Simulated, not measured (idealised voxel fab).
Title: Process Module voxel trench capacitor
Cross-section cut: width 225 nm, square cells of 5 nm.
Bands, listed from the top down, are how a cross-section gets written in this document; the cross-section itself is a grid of square cells, and a band is one or more rows of them.
Quick guide to a band line: top height, bottom height (nm) up front; then every material left to right with its width in nm. Only one material and it's marked "everywhere"? Then it fills the band edge to edge. And "empty" just means empty space.
Beneath 0, the wafer as received is one material, and that level is where height counting begins. The lowest band goes on downward without a bottom; it is written like "0 and below".
A two-number width, for instance "30 to 40", indicates that the width is equal to the first number in the top row of the band and to the second number in the bottom row, and that it changes by a constant amount per row of cells.
Given "remained unchanged" for a step, no cell of the cross-section differs between before and after that step.
Any empty space of 8 cells or more lacking an open way to the top shows up in "Enclosed internal cavities" as width x height at distance, distance from the left edge, in nm.
Post-settings text on a step line: simulator's own remark regarding the step.
The setting "overlay nm" may be written on the line of a step. When the step uses a mask, the value reports how far to the right of the planned place the mask lay, and a negative value reports that it lay to the left.

**Intended process steps**
1) RECEIVE | material Si
2) CONFORMAL_DEP | material SiN | thk nm 5
3) PATTERN | tone open | mask id TRENCH | material resist | width nm 30 | pitch nm 55 | thk nm 20 | overlay nm 0
4) DIRECTIONAL_ETCH | etch materials SiN | depth nm 5
5) DIRECTIONAL_ETCH | etch materials Si | depth nm 35
6) STRIP | etch materials resist
7) CONFORMAL_DEP | material Al2O3 | thk nm 5
8) CONFORMAL_DEP | material TiN | thk nm 5
9) FILL_DEP | material W | thk nm 5
10) CMP | height nm 5

**Cross-section of the wafer upon arrival, representing the state reached after step 1**
  0 and below  Si everywhere
  Enclosed internal cavities: none

**Figure: cross-sectional view of the wafer upon completion of the module, processed from the initial state and according to the plan depicted above, with one error introduced during execution**
  5 down to 0  40 nm SiN / 5 nm Al2O3 / 5 nm TiN / 10 nm W / 5 nm TiN / 5 nm Al2O3 / 25 nm SiN / 5 nm Al2O3 / 5 nm TiN / 10 nm W / 5 nm TiN / 5 nm Al2O3 / 25 nm SiN / 5 nm Al2O3 / 5 nm TiN / 10 nm W / 5 nm TiN / 5 nm Al2O3 / 45 nm SiN
  0 down to -60  40 nm Si / 5 nm Al2O3 / 5 nm TiN / 10 nm W / 5 nm TiN / 5 nm Al2O3 / 25 nm Si / 5 nm Al2O3 / 5 nm TiN / 10 nm W / 5 nm TiN / 5 nm Al2O3 / 25 nm Si / 5 nm Al2O3 / 5 nm TiN / 10 nm W / 5 nm TiN / 5 nm Al2O3 / 45 nm Si
  -60 down to -65  40 nm Si / 5 nm Al2O3 / 20 nm TiN / 5 nm Al2O3 / 25 nm Si / 5 nm Al2O3 / 20 nm TiN / 5 nm Al2O3 / 25 nm Si / 5 nm Al2O3 / 20 nm TiN / 5 nm Al2O3 / 45 nm Si
  -65 down to -70  40 nm Si / 30 nm Al2O3 / 25 nm Si / 30 nm Al2O3 / 25 nm Si / 30 nm Al2O3 / 45 nm Si
  -70 and below  Si everywhere
  Enclosed internal cavities: none
The mistake made against the process plan was this: step 5 of the plan saw execution twice
